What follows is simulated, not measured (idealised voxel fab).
Process module in this document: voxel transistor to metal
Cross-section cut spans 150 nm and uses square cells 5 nm in size.
Cross-sections here: square-cell grids, written as top-down lists of bands, a band being one or more rows of cells. Within each band entry, the heights of the top and of the bottom of the band appear first, in that order and in nm; the materials of the band then follow from left to right, each with its corresponding width in nm. The designation "edge to edge" on a single material indicates that it fills the band from edge to edge; the designation "air" indicates empty space. Basically, 0 is our baseline, since under it the wafer straight out of the box is all one material. The bottom band has no lower end and keeps on going down, so it looks like "0 down". Per-row width for "30..40": begins at first number (top row of band), ends at second number (bottom row), increment between rows held constant. The designation "stayed the same", where it is given for a processing step, indicates that no cell of the cross-section was altered in the course of that step. Entry "Closed void list" = empty spaces >= 8 cells with no open way to the top; each as width x height at distance, distance from left edge, all nm. That trailing text on a step's line, after the settings, is the simulator's own remark on the step. overlay nm: for a step with a mask, the amount by which the mask lay right of where it was planned; a negative amount means left of it.
plan:
1 RECEIVE [material Si]
2 CONFORMAL_DEP [material SiO2] [thk nm 5]
3 CONFORMAL_DEP [material SiN] [thk nm 15]
4 DIRECTIONAL_DEP [material aC] [thk nm 15]
5 PATTERN [tone cover] [mask id ACTIVE] [material resist] [width nm 95] [thk nm 30] [overlay nm 0]
6 DIRECTIONAL_ETCH [etch materials aC] [depth nm 15]
7 STRIP [etch materials resist]
8 DIRECTIONAL_ETCH [etch materials SiN] [depth nm 15]
9 DIRECTIONAL_ETCH [etch materials SiO2] [depth nm 5]
10 DIRECTIONAL_ETCH [etch materials Si] [depth nm 30]
11 STRIP [etch materials aC]
12 FILL_DEP [material SiO2] [thk nm 10]
13 CMP [height nm 20]
14 SELECTIVE_ETCH [etch materials SiO2] [depth nm 10]
15 STRIP [etch materials SiN]
16 SELECTIVE_ETCH [etch materials SiO2] [depth nm 5]
17 OXIDIZE [depth nm 5]
18 DIRECTIONAL_DEP [material polySi] [thk nm 25]
19 DIRECTIONAL_DEP [material SiCN] [thk nm 15]
20 PATTERN [tone cover] [mask id GATE] [material resist] [width nm 15] [thk nm 15] [overlay nm 0]
21 DIRECTIONAL_ETCH [etch materials SiCN] [depth nm 25]
22 DIRECTIONAL_ETCH [etch materials polySi] [depth nm 35]
23 STRIP [etch materials resist]
24 CONFORMAL_DEP [material SiN] [thk nm 10]
25 DIRECTIONAL_ETCH [etch materials SiN] [depth nm 10]
26 DIRECTIONAL_ETCH [etch materials SiO2] [depth nm 5]
27 EPI [material SiGe] [thk nm 5]
28 FILL_DEP [material SiO2] [thk nm 10]
29 CMP [height nm 40]
30 DIRECTIONAL_DEP [material SiO2] [thk nm 15]
31 MASKED_ETCH [tone open] [mask id CONTACT] [width nm 20] [pitch nm 65] [etch materials SiO2] [depth nm 55] [overlay nm 0]
32 CONFORMAL_DEP [material TiN] [thk nm 5]
33 FILL_DEP [material W] [thk nm 10]
34 CMP [height nm 55]
35 CONFORMAL_DEP [material SiCN] [thk nm 5]
36 DIRECTIONAL_DEP [material SiO2] [thk nm 25]
37 DIRECTIONAL_DEP [material aC] [thk nm 10]
38 PATTERN [tone open] [mask id METAL_1] [material resist] [width nm 20] [pitch nm 65] [thk nm 25] [overlay nm -15]
39 DIRECTIONAL_ETCH [etch materials aC] [depth nm 10]
40 STRIP [etch materials resist]
41 DIRECTIONAL_ETCH [etch materials SiO2] [depth nm 25]
42 DIRECTIONAL_ETCH [etch materials SiCN] [depth nm 5]
43 STRIP [etch materials aC]
44 CONFORMAL_DEP [material TiN] [thk nm 5]
45 FILL_DEP [material Cu] [thk nm 10]
46 CMP [height nm 85]
47 EPI [material Ru] [thk nm 5]
48 FILL_DEP [material SiCN] [thk nm 5]
49 DIRECTIONAL_DEP [material SiO2] [thk nm 25]
50 PATTERN [tone open] [mask id METAL_2] [material resist] [width nm 20] [pitch nm 65] [thk nm 20] [overlay nm 0]
51 DIRECTIONAL_ETCH [etch materials SiO2] [depth nm 15]
52 STRIP [etch materials resist]
53 DIRECTIONAL_DEP [material aC] [thk nm 10]
54 PATTERN [tone open] [mask id METAL_2_HOLES] [material resist] [width nm 15] [pitch nm 65] [thk nm 30] [overlay nm 0]
55 DIRECTIONAL_ETCH [etch materials aC] [depth nm 10]
56 STRIP [etch materials resist]
57 DIRECTIONAL_ETCH [etch materials SiO2] [depth nm 10]
58 DIRECTIONAL_ETCH [etch materials SiCN] [depth nm 5]
59 STRIP [etch materials aC]
60 CONFORMAL_DEP [material TiN] [thk nm 5]
61 FILL_DEP [material Cu] [thk nm 5]
62 CMP [height nm 120]
63 CONFORMAL_DEP [material SiN] [thk nm 5]
For clarity, it should be stated that the wafers under discussion commence in an identical condition and differ with respect to the overlay nm of step 38, the plan indicating the value that the first wafer had.
Incoming state of the first of several wafers in cross-section: after step 1:
- 0 down  Si edge to edge
- Closed void list: none
End of the module, past its last step, step 63: how the first of several wafers looks in cross-section:
- 125 to 120  SiN edge to edge
- 120 to 110  SiO2 30 nm; TiN 5 nm; Cu 10 nm; TiN 5 nm; SiO2 45 nm; TiN 5 nm; Cu 10 nm; TiN 5 nm; SiO2 35 nm
- 110 to 105  SiO2 30 nm; TiN 5 nm; Cu 5 nm; TiN 10 nm; SiO2 45 nm; TiN 5 nm; Cu 5 nm; TiN 10 nm; SiO2 35 nm
- 105 to 95  SiO2 30 nm; TiN 5 nm; Cu 5 nm; TiN 5 nm; SiO2 50 nm; TiN 5 nm; Cu 5 nm; TiN 5 nm; SiO2 40 nm
- 95 to 90  SiCN 30 nm; TiN 15 nm; SiCN 50 nm; TiN 15 nm; SiCN 40 nm
- 90 to 85  SiCN 10 nm; Ru 30 nm; SiCN 35 nm; Ru 30 nm; SiCN 45 nm
- 85 to 60  SiO2 15 nm; TiN 5 nm; Cu 10 nm; TiN 5 nm; SiO2 45 nm; TiN 5 nm; Cu 10 nm; TiN 5 nm; SiO2 50 nm
- 60 to 55  SiCN 15 nm; TiN 20 nm; SiCN 45 nm; TiN 20 nm; SiCN 50 nm
- 55 to 40  SiO2 30 nm; TiN 5 nm; W 10 nm; TiN 5 nm; SiO2 45 nm; TiN 5 nm; W 10 nm; TiN 5 nm; SiO2 35 nm
- 40 to 25  SiO2 30 nm; TiN 5 nm; W 10 nm; TiN 5 nm; SiO2 5 nm; SiN 10 nm; SiCN 15 nm; SiN 10 nm; SiO2 5 nm; TiN 5 nm; W 10 nm; TiN 5 nm; SiO2 35 nm
- 25 to 5  SiO2 30 nm; TiN 5 nm; W 10 nm; TiN 5 nm; SiO2 5 nm; SiN 10 nm; polySi 15 nm; SiN 10 nm; SiO2 5 nm; TiN 5 nm; W 10 nm; TiN 5 nm; SiO2 35 nm
- 5 to 0  SiO2 20 nm; SiN 10 nm; TiN 20 nm; SiO2 5 nm; SiN 10 nm; polySi 15 nm; SiN 10 nm; SiO2 5 nm; TiN 20 nm; SiN 10 nm; SiO2 25 nm
- 0 to -5  SiO2 30 nm; SiGe 25 nm; SiO2 35 nm; SiGe 25 nm; SiO2 35 nm
- -5 to -30  SiO2 25 nm; Si 95 nm; SiO2 30 nm
- -30 down  Si edge to edge
- Closed void list: none
Cross-sectional view of the final wafer of several at the module's end:
- 125 to 120  SiN edge to edge
- 120 to 110  SiO2 30 nm; TiN 5 nm; Cu 10 nm; TiN 5 nm; SiO2 45 nm; TiN 5 nm; Cu 10 nm; TiN 5 nm; SiO2 35 nm
- 110 to 105  SiO2 30 nm; TiN 5 nm; Cu 5 nm; TiN 10 nm; SiO2 45 nm; TiN 5 nm; Cu 5 nm; TiN 10 nm; SiO2 35 nm
- 105 to 95  SiO2 30 nm; TiN 5 nm; Cu 5 nm; TiN 5 nm; SiO2 50 nm; TiN 5 nm; Cu 5 nm; TiN 5 nm; SiO2 40 nm
- 95 to 90  SiCN 30 nm; TiN 15 nm; SiCN 50 nm; TiN 15 nm; SiCN 40 nm
- 90 to 85  SiCN 40 nm; Ru 30 nm; SiCN 35 nm; Ru 30 nm; SiCN 15 nm
- 85 to 60  SiO2 45 nm; TiN 5 nm; Cu 10 nm; TiN 5 nm; SiO2 45 nm; TiN 5 nm; Cu 10 nm; TiN 5 nm; SiO2 20 nm
- 60 to 55  SiCN 45 nm; TiN 20 nm; SiCN 45 nm; TiN 20 nm; SiCN 20 nm
- 55 to 40  SiO2 30 nm; TiN 5 nm; W 10 nm; TiN 5 nm; SiO2 45 nm; TiN 5 nm; W 10 nm; TiN 5 nm; SiO2 35 nm
- 40 to 25  SiO2 30 nm; TiN 5 nm; W 10 nm; TiN 5 nm; SiO2 5 nm; SiN 10 nm; SiCN 15 nm; SiN 10 nm; SiO2 5 nm; TiN 5 nm; W 10 nm; TiN 5 nm; SiO2 35 nm
- 25 to 5  SiO2 30 nm; TiN 5 nm; W 10 nm; TiN 5 nm; SiO2 5 nm; SiN 10 nm; polySi 15 nm; SiN 10 nm; SiO2 5 nm; TiN 5 nm; W 10 nm; TiN 5 nm; SiO2 35 nm
- 5 to 0  SiO2 20 nm; SiN 10 nm; TiN 20 nm; SiO2 5 nm; SiN 10 nm; polySi 15 nm; SiN 10 nm; SiO2 5 nm; TiN 20 nm; SiN 10 nm; SiO2 25 nm
- 0 to -5  SiO2 30 nm; SiGe 25 nm; SiO2 35 nm; SiGe 25 nm; SiO2 35 nm
- -5 to -30  SiO2 25 nm; Si 95 nm; SiO2 30 nm
- -30 down  Si edge to edge
- Closed void list: none
The rows of the table below are wafers. Looking at the end of the module, a row counts, for every material, the cells the wafer has gained, shown as (+), or lost, shown as (-), since it was received; its closed voids come next:
overlay nm -15 | +34 Cu | +12 Ru | -85 Si | +73 SiCN | +10 SiGe | +66 SiN | +481 SiO2 | +104 TiN | +40 W | +15 polySi | Closed void list: none
overlay nm -10 | +34 Cu | +12 Ru | -85 Si | +73 SiCN | +10 SiGe | +66 SiN | +481 SiO2 | +104 TiN | +40 W | +15 polySi | Closed void list: none
overlay nm -5 | +34 Cu | +12 Ru | -85 Si | +73 SiCN | +10 SiGe | +66 SiN | +481 SiO2 | +104 TiN | +40 W | +15 polySi | Closed void list: none
overlay nm 0 | +34 Cu | +12 Ru | -85 Si | +73 SiCN | +10 SiGe | +66 SiN | +481 SiO2 | +104 TiN | +40 W | +15 polySi | Closed void list: none
overlay nm 5 | +34 Cu | +12 Ru | -85 Si | +73 SiCN | +10 SiGe | +66 SiN | +481 SiO2 | +104 TiN | +40 W | +15 polySi | Closed void list: none
overlay nm 10 | +34 Cu | +12 Ru | -85 Si | +73 SiCN | +10 SiGe | +66 SiN | +481 SiO2 | +104 TiN | +40 W | +15 polySi | Closed void list: none
overlay nm 15 | +34 Cu | +12 Ru | -85 Si | +73 SiCN | +10 SiGe | +66 SiN | +481 SiO2 | +104 TiN | +40 W | +15 polySi | Closed void list: none
